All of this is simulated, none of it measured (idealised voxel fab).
The process module that follows is named voxel fin reveal.
FYI the section here is cut, 300 nm wide, cells are 5 nm squares.
When this document writes out a cross-section, it uses a grid of square cells and lists it as bands, beginning at the top and moving down, with a band standing for one or more rows of cells.
For a band, the entry starts with two heights in nm, that of the top and then that of the bottom, and carries on with the band's materials in order from left to right, each alongside its width in nm; the word "throughout" beside a single material means it fills the band edge to edge, and "empty" means empty space.
It should be noted that heights are counted from 0, beneath which the wafer as supplied is of one material throughout, and that the lowest band possesses no lower boundary but continues downward, as written in "top 0, no bottom".
Think of "30 to 40" as a width that walks from the first number to the second as you go down the band, top row to bottom row, taking equal-sized steps from row to row.
"left unchanged" for a step: no cell of the cross-section changed in that step.
The entry "Enclosed internal cavities" lists the empty spaces that cover at least 8 cells and have no open path to the top. Each is written as width x height at distance, where the distance is measured from the left edge and all three values are in nm.
What comes after the settings on a step's line is commentary from the simulator itself on that step.
Steps that use a mask can have "overlay nm" on their line. It says how far the mask sat to the right of where it was meant to be. Negative means to the left.
-- Planned step list for the process
1,RECEIVE [material Si]
2,CONFORMAL_DEP [material SiN] [thk nm 10]
3,MASKED_ETCH [tone cover] [mask id FINS] [width nm 15] [pitch nm 35] [etch materials SiN] [depth nm 10] [overlay nm 0]
4,MASKED_ETCH [tone cover] [mask id FINS] [width nm 15] [pitch nm 35] [etch materials Si] [depth nm 30] [overlay nm 0]
5,OXIDIZE [depth nm 5]
6,FILL_DEP [material SiO2] [thk nm 10]
7,CMP [height nm 10]
8,SELECTIVE_ETCH [etch materials SiO2] [depth nm 25]
9,STRIP [etch materials SiN]
-- The first of two wafers, run as planned
-- Cross-section of the wafer at receipt, which is the condition after step 1
* top 0, no bottom = Si throughout
* Enclosed internal cavities: none
-- Cross-section: wafer state after step 2
* top 10, bottom 0 = SiN throughout
* Heights below 0 show no change.
-- Cross-section: wafer state after step 3
* top 10, bottom 0 = 90 of empty, 15 of SiN, 20 of empty, 15 of SiN, 20 of empty, 15 of SiN, 20 of empty, 15 of SiN, 90 of empty
* Heights below 0 show no change.
-- Cross-section: wafer state after step 4
* top 10, bottom 0 = 90 of empty, 15 of SiN, 20 of empty, 15 of SiN, 20 of empty, 15 of SiN, 20 of empty, 15 of SiN, 90 of empty
* top 0, bottom -30 = 90 of empty, 15 of Si, 20 of empty, 15 of Si, 20 of empty, 15 of Si, 20 of empty, 15 of Si, 90 of empty
* Heights below -30 show no change.
-- Cross-section: wafer state after step 5
* top 10, bottom 0 = 90 of empty, 15 of SiN, 20 of empty, 15 of SiN, 20 of empty, 15 of SiN, 20 of empty, 15 of SiN, 90 of empty
* top 0, bottom -30 = 90 of empty, 5 of SiO2, 5 of Si, 5 of SiO2, 20 of empty, 5 of SiO2, 5 of Si, 5 of SiO2, 20 of empty, 5 of SiO2, 5 of Si, 5 of SiO2, 20 of empty, 5 of SiO2, 5 of Si, 5 of SiO2, 90 of empty
* top -30, bottom -35 = 95 of SiO2, 5 of Si, 30 of SiO2, 5 of Si, 30 of SiO2, 5 of Si, 30 of SiO2, 5 of Si, 95 of SiO2
* Heights below -35 show no change.
-- Cross-section: wafer state after step 6
* top 20, bottom 10 = SiO2 throughout
* top 10, bottom 0 = 90 of SiO2, 15 of SiN, 20 of SiO2, 15 of SiN, 20 of SiO2, 15 of SiN, 20 of SiO2, 15 of SiN, 90 of SiO2
* top 0, bottom -35 = 95 of SiO2, 5 of Si, 30 of SiO2, 5 of Si, 30 of SiO2, 5 of Si, 30 of SiO2, 5 of Si, 95 of SiO2
* Heights below -35 show no change.
-- Cross-section: wafer state after step 7
* top 10, bottom 0 = 90 of SiO2, 15 of SiN, 20 of SiO2, 15 of SiN, 20 of SiO2, 15 of SiN, 20 of SiO2, 15 of SiN, 90 of SiO2
* Heights below 0 show no change.
-- Cross-section: wafer state after step 8
* top 10, bottom 0 = 90 of empty, 15 of SiN, 20 of empty, 15 of SiN, 20 of empty, 15 of SiN, 20 of empty, 15 of SiN, 90 of empty
* top 0, bottom -15 = 95 of empty, 5 of Si, 30 of empty, 5 of Si, 30 of empty, 5 of Si, 30 of empty, 5 of Si, 95 of empty
* Heights below -15 show no change.
-- Cross-section: wafer state after step 9
* top 0, bottom -15 = 95 of empty, 5 of Si, 30 of empty, 5 of Si, 30 of empty, 5 of Si, 30 of empty, 5 of Si, 95 of empty
* Heights below -15 show no change.
-- Wafer two: like wafer one in start and plan, but with one mistake in execution; identical up to and including step 8
Cross-section of the second wafer at the time by which step 9 should have been completed according to the plan: left unchanged
In executing the process, a mistake was made relative to the plan: plan step 9 never ran because it was skipped
FYI, end of process, the second wafer has more or fewer cells of some materials than the first: SiN +24
